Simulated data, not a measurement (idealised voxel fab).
The process module that follows is named voxel trench capacitor.
Cross-section cut spans 225 nm and uses square cells 5 nm in size.
When this document writes out a cross-section, it uses a grid of square cells and lists it as bands, beginning at the top and moving down, with a band standing for one or more rows of cells.
Within each band entry, the heights of the top and of the bottom of the band appear first, in that order and in nm; the materials of the band then follow from left to right, each with its corresponding width in nm. The designation "full width" on a single material indicates that it fills the band from edge to edge; the designation "blank" indicates empty space.
Height is counted from the level 0, under which the received wafer is composed throughout of one material. The lowest of the bands is not closed at the bottom but continues downward, in the notation "top 0, no bottom".
The expression "30->40" gives the width at the extremes of the band, the first number at its top row of cells and the second at its bottom row, with the width changing by equal amounts from each row to the next in between.
Take "nothing altered" at face value: in the step it is given for, the cross-section changed in none of its cells.
You'll see "Non-vented voids" listing empty spaces that have no way open to the top, as long as they're 8 cells or more; the notation is width x height at distance, where the distance is from the left edge, and all of it is in nm.
Formally, on a step line, whatever follows the settings is a remark that the simulator itself makes on the step.
The "overlay nm" setting may appear on a step's line; for a step that uses a mask, it gives how far to the right of its planned position the mask lay, and a negative value indicates the left.

## Listed below are the process steps as planned
1) RECEIVE | material Si
2) CONFORMAL_DEP | material SiN | thk nm 5
3) DIRECTIONAL_DEP | material aC | thk nm 5
4) PATTERN | tone open | mask id TRENCH | material resist | width nm 15 | pitch nm 45 | thk nm 25 | overlay nm 0
5) DIRECTIONAL_ETCH | etch materials aC | depth nm 10
6) STRIP | etch materials resist
7) DIRECTIONAL_ETCH | etch materials SiN | depth nm 5
8) DIRECTIONAL_ETCH | etch materials Si | depth nm 30
9) STRIP | etch materials aC
10) CONFORMAL_DEP | material Al2O3 | thk nm 5
11) FILL_DEP | material polySi | thk nm 10
12) CMP | height nm 5
It is noted that the wafers described herein are identical at the outset and are distinguished by the thk nm of step 3; the value stated in the plan corresponds to the first wafer.

## Cross-sectional view of the first of several wafers in the as-received condition, corresponding to the state following step 1
top 0, no bottom | Si full width
Non-vented voids: none

## Cross-sectional representation of the first of several wafers at the end of the module, i.e. after its terminal step, step 12
top 5, bottom 0 | 80 SiN  5 Al2O3  5 polySi  5 Al2O3  30 SiN  5 Al2O3  5 polySi  5 Al2O3  85 SiN
top 0, bottom -25 | 80 Si  5 Al2O3  5 polySi  5 Al2O3  30 Si  5 Al2O3  5 polySi  5 Al2O3  85 Si
top -25, bottom -30 | 80 Si  15 Al2O3  30 Si  15 Al2O3  85 Si
top -30, no bottom | Si full width
Non-vented voids: none

## Here's the last wafer cross-sectioned at the end of the module
top 5, bottom 0 | SiN full width
top 0, no bottom | Si full width
Non-vented voids: none

## Note: the following table is arranged by wafer, a row apiece. Each row reports the end-of-module state: per material, cells gained (+) or cells lost (-) compared with the wafer as received; closed voids follow
thk nm 5; +30 Al2O3; -36 Si; +39 SiN; +12 polySi; Non-vented voids: none
thk nm 10; +30 Al2O3; -36 Si; +39 SiN; +12 polySi; Non-vented voids: none
thk nm 15; +45 SiN; Non-vented voids: none
thk nm 20; +45 SiN; Non-vented voids: none
thk nm 25; +45 SiN; Non-vented voids: none
